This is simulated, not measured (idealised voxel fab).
A process module follows: voxel transistor to metal.
Section cut is 295 nm wide and gridded with 5 nm square cells.
Bands, listed from the top down, are how a cross-section gets written in this document; the cross-section itself is a grid of square cells, and a band is one or more rows of them.
Look at the band entry: it leads with the top's height and the bottom's height in nm. Then it lists the materials left to right, with a width in nm for each. The word "edge to edge" on a single material says that material fills the band edge to edge. The word "air" is empty space.
Height datum 0, below which the as-received substrate wafer is one material. Lowest band open at the bottom, running downward: "top 0, no bottom".
You'd read "30..40" like this: the band's top row of cells is as wide as the first number, its bottom row is as wide as the second, and going down, every row changes width by the same amount as the row before did.
No cell of the cross-section changed in a step that is given as "left unchanged".
Empty spaces counting at least 8 cells and having no open way to the top are listed in "Trapped cavities". The notation width x height at distance is used for each, the distance being from the left edge and all three values in nm.
On a step's line, text after the settings is the simulator commenting on that step.
overlay nm: for a step with a mask, the amount by which the mask lay right of where it was planned; a negative amount means left of it.
Process steps - plan
1) RECEIVE [material Si]
2) CONFORMAL_DEP [material SiO2] [thk nm 5]
3) CONFORMAL_DEP [material SiN] [thk nm 10]
4) MASKED_ETCH [tone cover] [mask id ACTIVE] [width nm 110] [pitch nm 140] [etch materials SiN] [depth nm 10] [overlay nm 0]
5) MASKED_ETCH [tone cover] [mask id ACTIVE] [width nm 110] [pitch nm 140] [etch materials SiO2] [depth nm 5] [overlay nm 0]
6) MASKED_ETCH [tone cover] [mask id ACTIVE] [width nm 110] [pitch nm 140] [etch materials Si] [depth nm 20] [overlay nm 0]
7) FILL_DEP [material SiO2] [thk nm 5]
8) CMP [height nm 15]
9) SELECTIVE_ETCH [etch materials SiO2] [depth nm 5]
10) STRIP [etch materials SiN]
11) SELECTIVE_ETCH [etch materials SiO2] [depth nm 5]
12) OXIDIZE [depth nm 5]
13) DIRECTIONAL_DEP [material polySi] [thk nm 30]
14) DIRECTIONAL_DEP [material SiCN] [thk nm 10]
15) MASKED_ETCH [tone cover] [mask id GATE] [width nm 20] [pitch nm 140] [etch materials SiCN] [depth nm 20] [overlay nm 0]
16) MASKED_ETCH [tone cover] [mask id GATE] [width nm 20] [pitch nm 140] [etch materials polySi] [depth nm 40] [overlay nm 0]
17) CONFORMAL_DEP [material SiO2] [thk nm 5]
18) DIRECTIONAL_ETCH [etch materials SiO2] [depth nm 5]
19) CONFORMAL_DEP [material SiN] [thk nm 10]
20) DIRECTIONAL_ETCH [etch materials SiN] [depth nm 10]
21) DIRECTIONAL_ETCH [etch materials SiO2] [depth nm 5]
22) DIRECTIONAL_ETCH [etch materials Si] [depth nm 15]
23) EPI [material pSi] [thk nm 15]
24) FILL_DEP [material SiO2] [thk nm 10]
25) CMP [height nm 40]
26) DIRECTIONAL_DEP [material SiO2] [thk nm 15]
27) PATTERN [tone open] [mask id CONTACT] [material resist] [width nm 20] [thk nm 20] [overlay nm 0]
28) DIRECTIONAL_ETCH [etch materials SiO2] [depth nm 45]
29) STRIP [etch materials resist]
30) CONFORMAL_DEP [material TiN] [thk nm 5]
31) FILL_DEP [material Ru] [thk nm 5]
32) CMP [height nm 55]
33) CONFORMAL_DEP [material SiCN] [thk nm 5]
34) DIRECTIONAL_DEP [material SiO2] [thk nm 20]
35) DIRECTIONAL_DEP [material aC] [thk nm 10]
36) PATTERN [tone open] [mask id METAL_1] [material resist] [width nm 20] [thk nm 30] [overlay nm 0]
37) DIRECTIONAL_ETCH [etch materials aC] [depth nm 10]
38) STRIP [etch materials resist]
39) DIRECTIONAL_ETCH [etch materials SiO2] [depth nm 20]
40) DIRECTIONAL_ETCH [etch materials SiCN] [depth nm 5]
41) STRIP [etch materials aC]
42) CONFORMAL_DEP [material TiN] [thk nm 5]
43) FILL_DEP [material Cu] [thk nm 5]
44) CMP [height nm 80]
45) CONFORMAL_DEP [material SiCN] [thk nm 5]
Where the wafers of this document differ is in the depth nm of step 9; they start out the same, and the plan states the value that applied to the first wafer.
As-received state after step 1, first of several wafers, cross-section
- top 0, no bottom = Si edge to edge
- Trapped cavities: none
Post step 45, the closing step of the module: first of several wafers, cross-sectioned
- top 85, bottom 80 = SiCN edge to edge
- top 80, bottom 60 = SiO2: 25; TiN: 5; Cu: 10; TiN: 5; SiO2: 60; TiN: 5; Cu: 10; TiN: 5; SiO2: 40; TiN: 5; Cu: 10; TiN: 5; SiO2: 60; TiN: 5; Cu: 10; TiN: 5; SiO2: 30
- top 60, bottom 55 = SiCN: 25; TiN: 20; SiCN: 60; TiN: 20; SiCN: 40; TiN: 20; SiCN: 60; TiN: 20; SiCN: 30
- top 55, bottom 40 = SiO2: 25; TiN: 5; Ru: 10; TiN: 5; SiO2: 60; TiN: 5; Ru: 10; TiN: 5; SiO2: 40; TiN: 5; Ru: 10; TiN: 5; SiO2: 60; TiN: 5; Ru: 10; TiN: 5; SiO2: 30
- top 40, bottom 30 = SiO2: 25; TiN: 5; Ru: 10; TiN: 5; SiO2: 5; SiN: 10; SiO2: 5; SiCN: 20; SiO2: 5; SiN: 10; SiO2: 5; TiN: 5; Ru: 10; TiN: 5; SiO2: 40; TiN: 5; Ru: 10; TiN: 5; SiO2: 5; SiN: 10; SiO2: 5; SiCN: 20; SiO2: 5; SiN: 10; SiO2: 5; TiN: 5; Ru: 10; TiN: 5; SiO2: 30
- top 30, bottom 15 = SiO2: 25; TiN: 5; Ru: 10; TiN: 5; SiO2: 5; SiN: 10; SiO2: 5; polySi: 20; SiO2: 5; SiN: 10; SiO2: 5; TiN: 5; Ru: 10; TiN: 5; SiO2: 40; TiN: 5; Ru: 10; TiN: 5; SiO2: 5; SiN: 10; SiO2: 5; polySi: 20; SiO2: 5; SiN: 10; SiO2: 5; TiN: 5; Ru: 10; TiN: 5; SiO2: 30
- top 15, bottom 10 = SiO2: 25; TiN: 20; SiO2: 5; SiN: 10; SiO2: 5; polySi: 20; SiO2: 5; SiN: 10; SiO2: 5; TiN: 20; SiO2: 40; TiN: 20; SiO2: 5; SiN: 10; SiO2: 5; polySi: 20; SiO2: 5; SiN: 10; SiO2: 5; TiN: 20; SiO2: 30
- top 10, bottom 5 = SiO2: 25; pSi: 25; SiN: 10; SiO2: 5; polySi: 20; SiO2: 5; SiN: 10; pSi: 25; SiO2: 40; pSi: 25; SiN: 10; SiO2: 5; polySi: 20; SiO2: 5; SiN: 10; pSi: 25; SiO2: 30
- top 5, bottom 0 = SiO2: 20; SiN: 10; pSi: 20; SiN: 10; SiO2: 5; polySi: 20; SiO2: 5; SiN: 10; pSi: 20; SiN: 10; SiO2: 30; SiN: 10; pSi: 20; SiN: 10; SiO2: 5; polySi: 20; SiO2: 5; SiN: 10; pSi: 20; SiN: 10; SiO2: 25
- top 0, bottom -5 = SiO2: 30; pSi: 20; SiO2: 50; pSi: 20; SiO2: 50; pSi: 20; SiO2: 50; pSi: 20; SiO2: 35
- top -5, bottom -20 = SiO2: 20; Si: 10; pSi: 20; Si: 50; pSi: 20; Si: 10; SiO2: 30; Si: 10; pSi: 20; Si: 50; pSi: 20; Si: 10; SiO2: 25
- top -20, no bottom = Si edge to edge
- Trapped cavities: none
The last wafer as seen in cross-section at the end of the module
- top 85, bottom 80 = SiCN edge to edge
- top 80, bottom 60 = SiO2: 25; TiN: 5; Cu: 10; TiN: 5; SiO2: 60; TiN: 5; Cu: 10; TiN: 5; SiO2: 40; TiN: 5; Cu: 10; TiN: 5; SiO2: 60; TiN: 5; Cu: 10; TiN: 5; SiO2: 30
- top 60, bottom 55 = SiCN: 25; TiN: 20; SiCN: 60; TiN: 20; SiCN: 40; TiN: 20; SiCN: 60; TiN: 20; SiCN: 30
- top 55, bottom 40 = SiO2: 25; TiN: 5; Ru: 10; TiN: 5; SiO2: 60; TiN: 5; Ru: 10; TiN: 5; SiO2: 40; TiN: 5; Ru: 10; TiN: 5; SiO2: 60; TiN: 5; Ru: 10; TiN: 5; SiO2: 30
- top 40, bottom 30 = SiO2: 25; TiN: 5; Ru: 10; TiN: 5; SiO2: 5; SiN: 10; SiO2: 5; SiCN: 20; SiO2: 5; SiN: 10; SiO2: 5; TiN: 5; Ru: 10; TiN: 5; SiO2: 40; TiN: 5; Ru: 10; TiN: 5; SiO2: 5; SiN: 10; SiO2: 5; SiCN: 20; SiO2: 5; SiN: 10; SiO2: 5; TiN: 5; Ru: 10; TiN: 5; SiO2: 30
- top 30, bottom 15 = SiO2: 25; TiN: 5; Ru: 10; TiN: 5; SiO2: 5; SiN: 10; SiO2: 5; polySi: 20; SiO2: 5; SiN: 10; SiO2: 5; TiN: 5; Ru: 10; TiN: 5; SiO2: 40; TiN: 5; Ru: 10; TiN: 5; SiO2: 5; SiN: 10; SiO2: 5; polySi: 20; SiO2: 5; SiN: 10; SiO2: 5; TiN: 5; Ru: 10; TiN: 5; SiO2: 30
- top 15, bottom 10 = SiO2: 25; TiN: 20; SiO2: 5; SiN: 10; SiO2: 5; polySi: 20; SiO2: 5; SiN: 10; SiO2: 5; TiN: 20; SiO2: 40; TiN: 20; SiO2: 5; SiN: 10; SiO2: 5; polySi: 20; SiO2: 5; SiN: 10; SiO2: 5; TiN: 20; SiO2: 30
- top 10, bottom 0 = SiO2: 35; pSi: 15; SiN: 10; SiO2: 5; polySi: 20; SiO2: 5; SiN: 10; pSi: 15; SiO2: 60; pSi: 15; SiN: 10; SiO2: 5; polySi: 20; SiO2: 5; SiN: 10; pSi: 15; SiO2: 40
- top 0, bottom -5 = SiO2: 5; SiN: 10; SiO2: 5; pSi: 30; SiO2: 50; pSi: 30; SiO2: 5; SiN: 20; SiO2: 5; pSi: 30; SiO2: 50; pSi: 30; SiO2: 5; SiN: 10; SiO2: 10
- top -5, bottom -10 = SiO2: 5; SiN: 10; SiO2: 10; pSi: 25; Si: 50; pSi: 25; SiO2: 10; SiN: 20; SiO2: 10; pSi: 25; Si: 50; pSi: 25; SiO2: 10; SiN: 10; SiO2: 10
- top -10, bottom -15 = SiO2: 25; pSi: 25; Si: 50; pSi: 25; SiO2: 40; pSi: 25; Si: 50; pSi: 25; SiO2: 30
- top -15, bottom -20 = SiO2: 20; Si: 5; pSi: 25; Si: 50; pSi: 25; Si: 5; SiO2: 30; Si: 5; pSi: 25; Si: 50; pSi: 25; Si: 5; SiO2: 25
- top -20, no bottom = Si edge to edge
- Trapped cavities: none
Here is how to read the rows: every wafer has a row, and it shows the wafer at the end of the module, giving for each material how many cells were gained (+) or lost (-) since the wafer was received, then listing its closed voids
depth nm 5, +32 Cu, +64 Ru, -152 Si, +118 SiCN, +72 SiN, +593 SiO2, +128 TiN, +100 pSi, +48 polySi, Trapped cavities: none
depth nm 10, +32 Cu, +64 Ru, -176 Si, +118 SiCN, +64 SiN, +617 SiO2, +128 TiN, +108 pSi, +48 polySi, Trapped cavities: none
depth nm 15, +32 Cu, +64 Ru, -168 Si, +118 SiCN, +72 SiN, +581 SiO2, +128 TiN, +128 pSi, +48 polySi, Trapped cavities: none
depth nm 20, +32 Cu, +64 Ru, -172 Si, +118 SiCN, +80 SiN, +597 SiO2, +128 TiN, +108 pSi, +48 polySi, Trapped cavities: none
